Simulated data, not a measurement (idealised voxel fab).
This section sets out a process module, namely voxel air gaps.
We display cut, a cross-section 220 nm in width whose square cells are each 5 nm.
Cross-sections here: square-cell grids, written as top-down lists of bands, a band being one or more rows of cells. Top height, bottom height, nm. Materials left to right, width each, nm. Single material + "all across" = fills band edge to edge. "empty" = empty. Zero point of the height axis is 0; under it, received wafer = one material. Lowest band: continues down indefinitely, "top 0, no bottom". Width spec "30 to 40" -> top row of cells at first value, bottom row at second value, equal per-row change in between. Where the words "remains unaltered" appear for a step, the cross-section shows no cell changed by that step; every cell remained as before. This entry, "Entrapped void list", enumerates those empty regions of no fewer than 8 cells that possess no open connection to the top. Each region is reported in the form width x height at distance, the distance being taken from the left edge, with all three quantities expressed in nm. Whatever follows a step's settings on its line is a remark the simulator itself makes about that step. overlay nm: step with mask; distance mask lay right of planned place; negative value = left of planned place.
PROCESS STEPS FORESEEN IN THE PLAN
1. RECEIVE: material Si
2. CONFORMAL_DEP: material SiO2, thk nm 10
3. CONFORMAL_DEP: material SiCN, thk nm 5
4. DIRECTIONAL_DEP: material SiO2, thk nm 20
5. PATTERN: tone open, mask id LINES, material resist, width nm 25, pitch nm 50, thk nm 15, overlay nm 0
6. DIRECTIONAL_ETCH: etch materials SiO2, depth nm 30
7. STRIP: etch materials resist
8. CONFORMAL_DEP: material TiN, thk nm 5
9. FILL_DEP: material Ru, thk nm 5
10. CMP: height nm 45
11. EPI: material Ru, thk nm 10
12. SELECTIVE_ETCH: etch materials SiO2, depth nm 40
13. CONFORMAL_DEP: material SiCN, thk nm 5
Among the wafers covered here, the point of difference is the thk nm at step 4; their starting state is shared, and the plan presents the value of the first wafer.
THE AS-RECEIVED CROSS-SECTION OF THE FIRST OF SEVERAL WAFERS CORRESPONDS TO THE STATE AFTER STEP 1
> top 0, no bottom: Si all across
> Entrapped void list: none
GAINED (+) OR LOST (-) CELLS OF EACH MATERIAL SINCE RECEIPT, THEN CLOSED VOIDS: ONE ROW PER WAFER, AT THE END OF THE MODULE
thk nm 20, +180 Ru, +88 SiCN, +184 SiO2, +76 TiN, Entrapped void list: none
thk nm 25, +148 Ru, +88 SiCN, +208 SiO2, +84 TiN, Entrapped void list: none
thk nm 30, +132 Ru, +172 SiCN, +88 SiO2, +60 TiN, Entrapped void list: 15 x 20 at 50; 15 x 20 at 100; 15 x 20 at 150
